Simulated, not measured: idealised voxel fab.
process module | voxel wiring stack
cross-section cut | 205 nm wide | cells 5 nm
A cross-section is a grid of square cells, given in bands from the top down. A band is one or more rows of cells.
Each band's line starts with the height of the band's top and of its bottom, in nm. Then come its materials from left to right, each with its width in nm. One material with "throughout" fills the band from edge to edge. "air" is empty space.
Height 0 is the level under which the wafer as received is all one material. The lowest band goes on downwards, as in "0 down".
A width such as "30 to 40" changes by the same amount from each row of cells to the next, from the band's top row to its bottom row.
"no change" after a step means that no cell of the cross-section changed.
closed voids: empty space of 8 cells or more with no open way to the top, each as width x height at its distance from the left edge, in nm
after a step's settings: what the simulator itself notes on the step
overlay nm, on a step with a mask: how far to the right of its planned place the mask lay; to the left if negative
plan
1 op RECEIVE | material Si
2 op CONFORMAL_DEP | material SiO2 | thk nm 15
3 op CONFORMAL_DEP | material SiCN | thk nm 5
4 op DIRECTIONAL_DEP | material SiO2 | thk nm 25
5 op PATTERN | tone open | mask id METAL_1 | material resist | width nm 30 | pitch nm 45 | thk nm 15 | overlay nm 0
6 op DIRECTIONAL_ETCH | etch materials SiO2 | depth nm 25
7 op DIRECTIONAL_ETCH | etch materials SiCN | depth nm 5
8 op STRIP | etch materials resist
9 op CONFORMAL_DEP | material TiN | thk nm 5
10 op FILL_DEP | material Ru | thk nm 10
11 op CMP | height nm 45
12 op CONFORMAL_DEP | material SiCN | thk nm 5
13 op DIRECTIONAL_DEP | material lowk | thk nm 15
14 op DIRECTIONAL_DEP | material aC | thk nm 10
15 op PATTERN | tone open | mask id PLUG_1 | material resist | width nm 15 | pitch nm 45 | thk nm 25 | overlay nm 0
16 op DIRECTIONAL_ETCH | etch materials aC | depth nm 10
17 op STRIP | etch materials resist
18 op DIRECTIONAL_ETCH | etch materials lowk | depth nm 15
19 op DIRECTIONAL_ETCH | etch materials SiCN | depth nm 5
20 op STRIP | etch materials aC
21 op EPI | material Ru | thk nm 10
22 op EPI | material Ru | thk nm 10
23 op DIRECTIONAL_DEP | material TiN | thk nm 5
24 op DIRECTIONAL_DEP | material W | thk nm 15
25 op DIRECTIONAL_DEP | material aC | thk nm 15
26 op PATTERN | tone cover | mask id METAL_2 | material resist | width nm 30 | pitch nm 45 | thk nm 30 | overlay nm 0
27 op DIRECTIONAL_ETCH | etch materials aC | depth nm 15
28 op STRIP | etch materials resist
29 op DIRECTIONAL_ETCH | etch materials W | depth nm 15
30 op DIRECTIONAL_ETCH | etch materials TiN | depth nm 5
31 op STRIP | etch materials aC
32 op FILL_DEP | material SiO2 | thk nm 5
33 op CMP | height nm 85
34 op CONFORMAL_DEP | material SiCN | thk nm 5
35 op DIRECTIONAL_DEP | material lowk | thk nm 30
36 op PATTERN | tone open | mask id METAL_3 | material resist | width nm 30 | pitch nm 45 | thk nm 15 | overlay nm 0
37 op DIRECTIONAL_ETCH | etch materials lowk | depth nm 15
38 op STRIP | etch materials resist
39 op MASKED_ETCH | tone open | mask id METAL_3_HOLES | width nm 15 | etch materials lowk | depth nm 15 | overlay nm 0
40 op MASKED_ETCH | tone open | mask id METAL_3_HOLES | width nm 15 | etch materials SiCN | depth nm 5 | overlay nm 0
41 op CONFORMAL_DEP | material TiN | thk nm 5
42 op FILL_DEP | material Cu | thk nm 10
43 op CMP | height nm 120
44 op CONFORMAL_DEP | material SiCN | thk nm 5
45 op DIRECTIONAL_DEP | material lowk | thk nm 30
46 op DIRECTIONAL_DEP | material aC | thk nm 10
47 op PATTERN | tone open | mask id METAL_4 | material resist | width nm 30 | pitch nm 45 | thk nm 30 | overlay nm 0
48 op DIRECTIONAL_ETCH | etch materials aC | depth nm 10
49 op STRIP | etch materials resist
50 op DIRECTIONAL_ETCH | etch materials lowk | depth nm 15
51 op STRIP | etch materials aC
52 op DIRECTIONAL_DEP | material aC | thk nm 10
53 op PATTERN | tone open | mask id METAL_4_HOLES | material resist | width nm 15 | thk nm 30 | overlay nm 0
54 op DIRECTIONAL_ETCH | etch materials aC | depth nm 10
55 op STRIP | etch materials resist
56 op DIRECTIONAL_ETCH | etch materials lowk | depth nm 15
57 op DIRECTIONAL_ETCH | etch materials SiCN | depth nm 5
58 op STRIP | etch materials aC
59 op CONFORMAL_DEP | material TiN | thk nm 5
60 op FILL_DEP | material Cu | thk nm 10
61 op CMP | height nm 155
62 op CONFORMAL_DEP | material SiCN | thk nm 5
as received, after step 1
  0 down: Si throughout
  closed voids: none
first wafer at the end, as planned
  160 to 155: SiCN throughout
  155 to 145: lowk 65 | TiN 5 | Cu 20 | TiN 5 | lowk 15 | TiN 5 | Cu 20 | TiN 5 | lowk 65
  145 to 140: lowk 65 | TiN 5 | Cu 5 | TiN 20 | lowk 15 | TiN 30 | lowk 65
  140 to 125: lowk 65 | TiN 5 | Cu 5 | TiN 5 | lowk 125
  125 to 120: SiCN 65 | TiN 15 | SiCN 125
  120 to 110: lowk 65 | TiN 5 | Cu 20 | TiN 5 | lowk 15 | TiN 5 | Cu 20 | TiN 5 | lowk 65
  110 to 105: lowk 65 | TiN 5 | Cu 5 | TiN 20 | lowk 15 | TiN 30 | lowk 65
  105 to 90: lowk 65 | TiN 5 | Cu 5 | TiN 5 | lowk 125
  90 to 85: SiCN 65 | TiN 15 | SiCN 125
  85 to 70: SiO2 65 | W 30 | SiO2 15 | W 30 | SiO2 65
  70 to 65: SiO2 65 | TiN 30 | SiO2 15 | TiN 30 | SiO2 65
  65 to 50: lowk 65 | Ru 15 | lowk 30 | Ru 15 | lowk 80
  50 to 45: SiCN 65 | Ru 15 | SiCN 30 | Ru 15 | SiCN 80
  45 to 20: SiO2 65 | TiN 5 | Ru 20 | TiN 5 | SiO2 15 | TiN 5 | Ru 20 | TiN 5 | SiO2 65
  20 to 15: SiCN 65 | TiN 30 | SiCN 15 | TiN 30 | SiCN 65
  15 to 0: SiO2 throughout
  0 down: Si throughout
  closed voids: none
second wafer at the end: like start, like plan, one mistake
  160 to 155: SiCN throughout
  155 to 145: lowk 65 | TiN 5 | Cu 20 | TiN 5 | lowk 15 | TiN 5 | Cu 20 | TiN 5 | lowk 65
  145 to 140: lowk 65 | TiN 5 | Cu 5 | TiN 20 | lowk 15 | TiN 30 | lowk 65
  140 to 125: lowk 65 | TiN 5 | Cu 5 | TiN 5 | lowk 125
  125 to 120: SiCN 65 | TiN 15 | SiCN 125
  120 to 110: lowk 65 | TiN 5 | Cu 20 | TiN 5 | lowk 15 | TiN 5 | Cu 20 | TiN 5 | lowk 65
  110 to 105: lowk 65 | TiN 5 | Cu 5 | TiN 20 | lowk 15 | TiN 30 | lowk 65
  105 to 90: lowk 65 | TiN 5 | Cu 5 | TiN 5 | lowk 125
  90 to 85: SiCN 65 | TiN 15 | SiCN 125
  85 to 80: SiO2 65 | W 20 | SiO2 25 | W 20 | SiO2 75
  80 to 70: SiO2 65 | W 30 | SiO2 15 | W 30 | SiO2 65
  70 to 65: SiO2 65 | TiN 20 | W 10 | SiO2 15 | TiN 20 | W 10 | SiO2 65
  65 to 60: SiO2 60 | Ru 25 | TiN 10 | SiO2 10 | Ru 25 | TiN 10 | SiO2 65
  60 to 50: lowk 65 | Ru 15 | lowk 30 | Ru 15 | lowk 80
  50 to 45: SiCN 65 | Ru 15 | SiCN 30 | Ru 15 | SiCN 80
  45 to 20: SiO2 65 | TiN 5 | Ru 20 | TiN 5 | SiO2 15 | TiN 5 | Ru 20 | TiN 5 | SiO2 65
  20 to 15: SiCN 65 | TiN 30 | SiCN 15 | TiN 30 | SiCN 65
  15 to 0: SiO2 throughout
  0 down: Si throughout
  closed voids: none
what went wrong: step 13 ran as: op DIRECTIONAL_DEP | material lowk | thk nm 10
at the end the second wafer has, in cells: 4 more of Ru | 31 more of SiO2 | 35 fewer of lowk
